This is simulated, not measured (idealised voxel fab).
Documented hereafter: the process module known as voxel air gaps.
Each square cell in cross-section cut measures 5 nm, and the section as a whole is 175 nm wide.
Cross-section spec: square-cell grid; bands listed top down; each band is one or more rows. For a band, the entry starts with two heights in nm, that of the top and then that of the bottom, and carries on with the band's materials in order from left to right, each alongside its width in nm; the word "full width" beside a single material means it fills the band edge to edge, and "air" means empty space. Heights are measured from 0, the level below which the as-received wafer is all one material; the lowest band has no bottom and continues downward, written as in "0..down". Think of "30 to 40" as a width that walks from the first number to the second as you go down the band, top row to bottom row, taking equal-sized steps from row to row. "changes: none" for a step: no cell of the cross-section changed in that step. In the "Enclosed internal voids" entry, you get each enclosed empty space of 8 cells or more, one with no open way to the top, written width x height at distance, distance from the left edge, in nm. Formally, on a step line, whatever follows the settings is a remark that the simulator itself makes on the step. Steps that use a mask can have "overlay nm" on their line. It says how far the mask sat to the right of where it was meant to be. Negative means to the left.

# Steps planned for the process
1) RECEIVE | material Si
2) CONFORMAL_DEP | material SiO2 | thk nm 15
3) CONFORMAL_DEP | material SiCN | thk nm 5
4) DIRECTIONAL_DEP | material SiO2 | thk nm 30
5) DIRECTIONAL_DEP | material aC | thk nm 15
6) PATTERN | tone open | mask id LINES | material resist | width nm 25 | pitch nm 50 | thk nm 35 | overlay nm 0
7) DIRECTIONAL_ETCH | etch materials aC | depth nm 15
8) STRIP | etch materials resist
9) DIRECTIONAL_ETCH | etch materials SiO2 | depth nm 30
10) STRIP | etch materials aC
11) CONFORMAL_DEP | material TiN | thk nm 5
12) FILL_DEP | material Cu | thk nm 10
13) CMP | height nm 50
14) EPI | material Ru | thk nm 10
15) SELECTIVE_ETCH | etch materials SiO2 | depth nm 40
16) CONFORMAL_DEP | material SiCN | thk nm 5

# Wafer as received: cross-section following step 1
	0..down = Si full width
	Enclosed internal voids: none

# first wafer at the end, as planned
	65..60 = 10 of air; 155 of SiCN; 10 of air
	60..50 = 10 of air; 5 of SiCN; 45 of Ru; 5 of SiCN; 45 of Ru; 5 of SiCN; 45 of Ru; 5 of SiCN; 10 of air
	50..45 = 10 of air; 15 of SiCN; 5 of TiN; 15 of Cu; 5 of TiN; 25 of SiCN; 5 of TiN; 15 of Cu; 5 of TiN; 25 of SiCN; 5 of TiN; 15 of Cu; 5 of TiN; 15 of SiCN; 10 of air
	45..25 = 20 of air; 5 of SiCN; 5 of TiN; 15 of Cu; 5 of TiN; 5 of SiCN; 15 of air; 5 of SiCN; 5 of TiN; 15 of Cu; 5 of TiN; 5 of SiCN; 15 of air; 5 of SiCN; 5 of TiN; 15 of Cu; 5 of TiN; 5 of SiCN; 20 of air
	25..20 = 25 of SiCN; 25 of TiN; 25 of SiCN; 25 of TiN; 25 of SiCN; 25 of TiN; 25 of SiCN
	20..15 = SiCN full width
	15..0 = SiO2 full width
	0..down = Si full width
	Enclosed internal voids: 15 x 20 at 55; 15 x 20 at 105

# End-of-module cross-section of the second wafer: identical starting point and process plan to the first, with one processing mistake
	65..60 = 10 of air; 155 of SiCN; 10 of air
	60..50 = 10 of air; 5 of SiCN; 45 of Ru; 5 of SiCN; 45 of Ru; 5 of SiCN; 45 of Ru; 5 of SiCN; 10 of air
	50..45 = 10 of air; 15 of SiCN; 5 of TiN; 15 of Cu; 5 of TiN; 25 of SiCN; 5 of TiN; 15 of Cu; 5 of TiN; 25 of SiCN; 5 of TiN; 15 of Cu; 5 of TiN; 15 of SiCN; 10 of air
	45..25 = 20 of air; 5 of SiCN; 5 of TiN; 15 of Cu; 5 of TiN; 5 of SiCN; 15 of air; 5 of SiCN; 5 of TiN; 15 of Cu; 5 of TiN; 5 of SiCN; 15 of air; 5 of SiCN; 5 of TiN; 15 of Cu; 5 of TiN; 5 of SiCN; 20 of air
	25..20 = 20 of air; 5 of SiCN; 25 of TiN; 5 of SiCN; 15 of air; 5 of SiCN; 25 of TiN; 5 of SiCN; 15 of air; 5 of SiCN; 25 of TiN; 5 of SiCN; 20 of air
	20..15 = 20 of air; 15 of SiCN; 5 of SiO2; 15 of SiCN; 15 of air; 15 of SiCN; 5 of SiO2; 15 of SiCN; 15 of air; 15 of SiCN; 5 of SiO2; 15 of SiCN; 20 of air
	15..10 = 35 of SiCN; 5 of SiO2; 45 of SiCN; 5 of SiO2; 45 of SiCN; 5 of SiO2; 35 of SiCN
	10..5 = SiO2 full width
	5..0 = SiCN full width
	0..down = Si full width
	Enclosed internal voids: 15 x 30 at 55; 15 x 30 at 105
What was the processing mistake? the intended sequence of steps 2 and 3 was reversed during processing, with each occupying the position of the other
at the end the second wafer has, in cells: 36 more of SiCN; 64 fewer of SiO2
